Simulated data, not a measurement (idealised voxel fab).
Name of the process module below: voxel air gaps
Cross-section cut spans 295 nm and uses square cells 5 nm in size.
Cross-section = grid of square cells, listed top down in bands; band = one or more rows.
It is stipulated that each band's entry specify, in nanometres, the height of the top of the band and then that of its bottom, followed by the materials of the band in left-to-right sequence, each together with its width in nanometres. A single material marked by the word "throughout" is understood to fill the band from edge to edge; the word "blank" is understood to denote empty space.
Height 0 is the level under which the wafer as received is all one material. The lowest band goes on downwards, as in "0 -> down".
A two-number width, for instance "30 to 40", indicates that the width is equal to the first number in the top row of the band and to the second number in the bottom row, and that it changes by a constant amount per row of cells.
Basically "no alteration" means that step didn't change any cell in the cross-section.
"Fully sealed cavities": empty spaces of 8 cells or more with no open way to the top, each given as width x height at distance, distance from the left edge, all in nm.
after a step's settings: what the simulator itself notes on the step
overlay nm: mask right of planned place by this much (step with mask). Neg. = left.
### This section lists the process steps that were planned
1: op RECEIVE | material Si
2: op CONFORMAL_DEP | material SiO2 | thk nm 15
3: op CONFORMAL_DEP | material SiN | thk nm 5
4: op DIRECTIONAL_DEP | material lowk | thk nm 35
5: op MASKED_ETCH | tone open | mask id LINES | width nm 20 | pitch nm 50 | etch materials lowk | depth nm 35 | overlay nm 0
6: op CONFORMAL_DEP | material TiN | thk nm 5
7: op FILL_DEP | material Cu | thk nm 5
8: op CMP | height nm 55
9: op EPI | material Ru | thk nm 10
10: op SELECTIVE_ETCH | etch materials lowk | depth nm 45
11: op CONFORMAL_DEP | material SiN | thk nm 5
### Cross-sectional view of the wafer in its as-received condition, corresponding to the state after step 1
* 0 -> down = Si throughout
* Fully sealed cavities: none
### End-of-module cross-section of the first of two wafers, processed as planned
* 70 -> 65 = 70 nm blank; 150 nm SiN; 75 nm blank
* 65 -> 55 = 70 nm blank; 5 nm SiN; 40 nm Ru; 10 nm SiN; 40 nm Ru; 10 nm SiN; 40 nm Ru; 5 nm SiN; 75 nm blank
* 55 -> 50 = 70 nm blank; 15 nm SiN; 5 nm TiN; 10 nm Cu; 5 nm TiN; 30 nm SiN; 5 nm TiN; 10 nm Cu; 5 nm TiN; 30 nm SiN; 5 nm TiN; 10 nm Cu; 5 nm TiN; 15 nm SiN; 75 nm blank
* 50 -> 25 = 80 nm blank; 5 nm SiN; 5 nm TiN; 10 nm Cu; 5 nm TiN; 5 nm SiN; 20 nm blank; 5 nm SiN; 5 nm TiN; 10 nm Cu; 5 nm TiN; 5 nm SiN; 20 nm blank; 5 nm SiN; 5 nm TiN; 10 nm Cu; 5 nm TiN; 5 nm SiN; 85 nm blank
* 25 -> 20 = 85 nm SiN; 20 nm TiN; 30 nm SiN; 20 nm TiN; 30 nm SiN; 20 nm TiN; 90 nm SiN
* 20 -> 15 = SiN throughout
* 15 -> 0 = SiO2 throughout
* 0 -> down = Si throughout
* Fully sealed cavities: 20 x 25 at 110; 20 x 25 at 160
### Cross-section of the latter of the two wafers at module completion. It had an identical start and an identical plan to the former; in running it, one mistake was made
* 80 -> 75 = 60 nm blank; 170 nm SiN; 65 nm blank
* 75 -> 55 = 60 nm blank; 5 nm SiN; 160 nm Ru; 5 nm SiN; 65 nm blank
* 55 -> 50 = 60 nm blank; 25 nm SiN; 5 nm TiN; 10 nm Cu; 5 nm TiN; 30 nm lowk; 5 nm TiN; 10 nm Cu; 5 nm TiN; 30 nm lowk; 5 nm TiN; 10 nm Cu; 5 nm TiN; 25 nm SiN; 65 nm blank
* 50 -> 25 = 80 nm blank; 5 nm SiN; 5 nm TiN; 10 nm Cu; 5 nm TiN; 30 nm lowk; 5 nm TiN; 10 nm Cu; 5 nm TiN; 30 nm lowk; 5 nm TiN; 10 nm Cu; 5 nm TiN; 5 nm SiN; 85 nm blank
* 25 -> 20 = 85 nm SiN; 20 nm TiN; 30 nm lowk; 20 nm TiN; 30 nm lowk; 20 nm TiN; 90 nm SiN
* 20 -> 15 = SiN throughout
* 15 -> 0 = SiO2 throughout
* 0 -> down = Si throughout
* Fully sealed cavities: none
Against the plan, the run slipped here: it should be noted that step 9 of the plan was executed twice
Counted in cells at the end, the second wafer holds more or fewer of these materials than the first: Ru: 80 more; SiN: 40 fewer; lowk: 84 more
The first wafer finishes with 2 closed voids, while the second finishes with 0.
